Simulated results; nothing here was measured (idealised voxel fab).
Proc. module: voxel gate over fins
In the cross-section labelled cut, the width is 265 nm and each square cell is 5 nm.
In what follows, cross-sections appear as grids of square cells, described through bands that run from the top down, where every band is one or more rows of cells. Quick guide to a band line: top height, bottom height (nm) up front; then every material left to right with its width in nm. Only one material and it's marked "throughout"? Then it fills the band edge to edge. And "blank" just means empty space. All heights in this document are referenced to 0, defined as the level beneath which the wafer, as received, consists entirely of one material. The lowest band is not bounded below; it extends indefinitely downward and is written in the form "top 0, no bottom". It should be noted that a width expressed as "30 to 40" varies in equal increments from row to row of cells within the band, taking the value of the first number at the top row and that of the second number at the bottom row. No cell of the cross-section changed in a step that is given as "remained unchanged". Entry "Sealed cavities" = empty spaces >= 8 cells with no open way to the top; each as width x height at distance, distance from left edge, all nm. Step line, after settings: the simulator's comment on this step. What "overlay nm" on a step's line means: if the step has a mask, that mask lay this far to the right of its planned place, or, when the value is negative, to the left.
# This section lists the process steps that were planned
1: RECEIVE [material Si]
2: CONFORMAL_DEP [material SiN] [thk nm 10]
3: DIRECTIONAL_DEP [material aC] [thk nm 10]
4: PATTERN [tone cover] [mask id FINS] [material resist] [width nm 15] [pitch nm 50] [thk nm 30] [overlay nm 0]
5: DIRECTIONAL_ETCH [etch materials aC] [depth nm 10]
6: STRIP [etch materials resist]
7: DIRECTIONAL_ETCH [etch materials SiN] [depth nm 10]
8: DIRECTIONAL_ETCH [etch materials Si] [depth nm 30]
9: STRIP [etch materials aC]
10: FILL_DEP [material SiO2] [thk nm 10]
11: CMP [height nm 10]
12: PATTERN [tone open] [mask id RAIL] [material resist] [width nm 15] [thk nm 20] [overlay nm 0]
13: DIRECTIONAL_ETCH [etch materials SiO2] [depth nm 35]
14: STRIP [etch materials resist]
15: CONFORMAL_DEP [material TiN] [thk nm 5]
16: FILL_DEP [material W] [thk nm 10]
17: CMP [height nm 10]
18: SELECTIVE_ETCH [etch materials W Ru TiN] [depth nm 25]
19: FILL_DEP [material SiO2] [thk nm 5]
20: CMP [height nm 10]
21: SELECTIVE_ETCH [etch materials SiO2] [depth nm 20]
22: STRIP [etch materials SiN]
23: CONFORMAL_DEP [material HfO2] [thk nm 5]
24: CONFORMAL_DEP [material TiN] [thk nm 5]
25: FILL_DEP [material W] [thk nm 15]
26: CMP [height nm 20]
27: CONFORMAL_DEP [material SiCN] [thk nm 5]
# Cross-section of the wafer upon arrival, representing the state reached after step 1
top 0, no bottom: Si throughout
Sealed cavities: none
# Cross-sectional image of the first of two wafers at the end of the module, the run having proceeded as planned
top 25, bottom 20: SiCN throughout
top 20, bottom 10: W throughout
top 10, bottom 5: W=90  TiN=35  W=15  TiN=35  W=90
top 5, bottom 0: W=90  TiN=5  HfO2=25  TiN=5  W=15  TiN=5  HfO2=25  TiN=5  W=90
top 0, bottom -5: TiN=95  HfO2=5  Si=15  HfO2=5  TiN=25  HfO2=5  Si=15  HfO2=5  TiN=95
top -5, bottom -10: HfO2=100  Si=15  HfO2=35  Si=15  HfO2=100
top -10, bottom -15: SiO2=100  Si=15  SiO2=35  Si=15  SiO2=100
top -15, bottom -20: SiO2=100  Si=15  SiO2=10  TiN=5  W=5  TiN=5  SiO2=10  Si=15  SiO2=100
top -20, bottom -25: SiO2=100  Si=15  SiO2=10  TiN=15  SiO2=10  Si=15  SiO2=100
top -25, bottom -30: SiO2=100  Si=15  SiO2=35  Si=15  SiO2=100
top -30, no bottom: Si throughout
Sealed cavities: none
# Cross-sectional view: second of two wafers, end of module; start and plan identical to the first, one mistake in running
top 25, bottom 20: SiCN throughout
top 20, bottom 10: W throughout
top 10, bottom 5: W=90  TiN=85  W=90
top 5, bottom 0: W=90  TiN=5  HfO2=75  TiN=5  W=90
top 0, bottom -5: TiN=95  HfO2=5  Si=15  HfO2=10  TiN=5  W=5  TiN=5  HfO2=10  Si=15  HfO2=5  TiN=95
top -5, bottom -10: HfO2=100  Si=15  HfO2=10  TiN=5  W=5  TiN=5  HfO2=10  Si=15  HfO2=100
top -10, bottom -20: SiO2=100  Si=15  SiO2=10  TiN=5  W=5  TiN=5  SiO2=10  Si=15  SiO2=100
top -20, bottom -25: SiO2=100  Si=15  SiO2=10  TiN=15  SiO2=10  Si=15  SiO2=100
top -25, bottom -30: SiO2=100  Si=15  SiO2=35  Si=15  SiO2=100
top -30, no bottom: Si throughout
Sealed cavities: none
Error vs. plan: step 17 was left out
The final cell counts differ between the wafers, with the second having more or fewer of some materials than the first: 4 more of HfO2, 3 fewer of SiO2, 2 more of TiN, 3 fewer of W
